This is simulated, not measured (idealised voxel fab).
The process module presented herein is designated voxel capacitor over wiring.
Each square cell in cross-section cut measures 5 nm, and the section as a whole is 245 nm wide.
Cross-section spec: square-cell grid; bands listed top down; each band is one or more rows. First you get the band's top height and its bottom height, in nm, and then the materials it's made of, left to right, with each width in nm. If you see a single material with "throughout", that one covers the band edge to edge. "air" is empty space. Basically, 0 is our baseline, since under it the wafer straight out of the box is all one material. The bottom band has no lower end and keeps on going down, so it looks like "from 0 down". Per-row width for "30->40": begins at first number (top row of band), ends at second number (bottom row), increment between rows held constant. Given "everything unchanged" for a step, no cell of the cross-section differs between before and after that step. "Enclosed void listing": sealed empty spaces, 8 cells or more, no open way to top, listed width x height at distance, with distance from the left edge and width, height and distance in nm. Where a step's line continues beyond its settings, the continuation is a remark by the simulator itself on that step. "overlay nm" on a masked step: distance the mask lay right of its planned place, negative for left.
# Listed below are the process steps as planned
- 1: RECEIVE: material Si
- 2: CONFORMAL_DEP: material SiO2, thk nm 15
- 3: CONFORMAL_DEP: material SiN, thk nm 5
- 4: DIRECTIONAL_DEP: material lowk, thk nm 25
- 5: PATTERN: tone open, mask id METAL_1, material resist, width nm 20, pitch nm 75, thk nm 20, overlay nm 0
- 6: DIRECTIONAL_ETCH: etch materials lowk, depth nm 25
- 7: DIRECTIONAL_ETCH: etch materials SiN, depth nm 5
- 8: STRIP: etch materials resist
- 9: CONFORMAL_DEP: material TiN, thk nm 5
- 10: FILL_DEP: material Cu, thk nm 5
- 11: CMP: height nm 45
- 12: CONFORMAL_DEP: material SiCN, thk nm 5
- 13: DIRECTIONAL_DEP: material lowk, thk nm 10
- 14: PATTERN: tone open, mask id PLUG_1, material resist, width nm 15, thk nm 20, overlay nm 0
- 15: DIRECTIONAL_ETCH: etch materials lowk, depth nm 10
- 16: DIRECTIONAL_ETCH: etch materials SiCN, depth nm 5
- 17: STRIP: etch materials resist
- 18: CONFORMAL_DEP: material TiN, thk nm 5
- 19: FILL_DEP: material Cu, thk nm 5
- 20: CMP: height nm 60
- 21: DIRECTIONAL_DEP: material TiN, thk nm 10
- 22: DIRECTIONAL_DEP: material HfO2, thk nm 5
- 23: DIRECTIONAL_DEP: material TiN, thk nm 10
- 24: MASKED_ETCH: tone cover, mask id UPPER_PLATE, width nm 60, etch materials TiN, depth nm 10, overlay nm 0
- 25: MASKED_ETCH: tone cover, mask id UPPER_PLATE, width nm 60, etch materials HfO2, depth nm 5, overlay nm 0
- 26: MASKED_ETCH: tone cover, mask id LOWER_PLATE, width nm 70, etch materials TiN, depth nm 10, overlay nm 0
- 27: FILL_DEP: material SiO2, thk nm 15
- 28: CMP: height nm 85
- 29: MASKED_ETCH: tone open, mask id PLUG_2, width nm 15, etch materials SiO2, depth nm 10, overlay nm 0
- 30: CONFORMAL_DEP: material TiN, thk nm 5
- 31: FILL_DEP: material Cu, thk nm 10
- 32: CMP: height nm 95
- 33: CONFORMAL_DEP: material SiCN, thk nm 5
Same starting wafers, different height nm at step 28. Plan value belongs to the first wafer.
# Cross-section of the first of several received wafers, showing its state after step 1
  from 0 down: Si throughout
  Enclosed void listing: none
# The figure below presents a cross-section of the first of several wafers at the conclusion of the module, following its last step, step 33
  from 100 to 95: SiCN throughout
  from 95 to 90: Cu throughout
  from 90 to 85: TiN throughout
  from 85 to 75: SiO2=80, TiN=60, SiO2=105
  from 75 to 70: SiO2=80, HfO2=60, SiO2=105
  from 70 to 60: SiO2=75, TiN=70, SiO2=100
  from 60 to 50: lowk=80, TiN=5, Cu=5, TiN=5, lowk=150
  from 50 to 45: SiCN=80, TiN=15, SiCN=150
  from 45 to 20: lowk=75, TiN=5, Cu=10, TiN=5, lowk=55, TiN=5, Cu=10, TiN=5, lowk=75
  from 20 to 15: SiN=75, TiN=20, SiN=55, TiN=20, SiN=75
  from 15 to 0: SiO2 throughout
  from 0 down: Si throughout
  Enclosed void listing: none
# Cross-section, last wafer, module completion
  from 100 to 95: SiCN throughout
  from 95 to 90: SiO2=90, TiN=15, SiO2=140
  from 90 to 85: SiO2 throughout
  from 85 to 75: SiO2=80, TiN=60, SiO2=105
  from 75 to 70: SiO2=80, HfO2=60, SiO2=105
  from 70 to 60: SiO2=75, TiN=70, SiO2=100
  from 60 to 50: lowk=80, TiN=5, Cu=5, TiN=5, lowk=150
  from 50 to 45: SiCN=80, TiN=15, SiCN=150
  from 45 to 20: lowk=75, TiN=5, Cu=10, TiN=5, lowk=55, TiN=5, Cu=10, TiN=5, lowk=75
  from 20 to 15: SiN=75, TiN=20, SiN=55, TiN=20, SiN=75
  from 15 to 0: SiO2 throughout
  from 0 down: Si throughout
  Enclosed void listing: none
# Table: wafers, a row each; end-of-module cell change per material since receipt, gain (+), loss (-); then closed voids
height nm 85 | +71 Cu | +12 HfO2 | +95 SiCN | +41 SiN | +328 SiO2 | +136 TiN | +297 lowk | Enclosed void listing: none
height nm 90 | +23 Cu | +12 HfO2 | +95 SiCN | +41 SiN | +374 SiO2 | +138 TiN | +297 lowk | Enclosed void listing: none
height nm 95 | +23 Cu | +12 HfO2 | +95 SiCN | +41 SiN | +420 SiO2 | +92 TiN | +297 lowk | Enclosed void listing: none
height nm 100 | +22 Cu | +12 HfO2 | +95 SiCN | +41 SiN | +423 SiO2 | +90 TiN | +297 lowk | Enclosed void listing: none
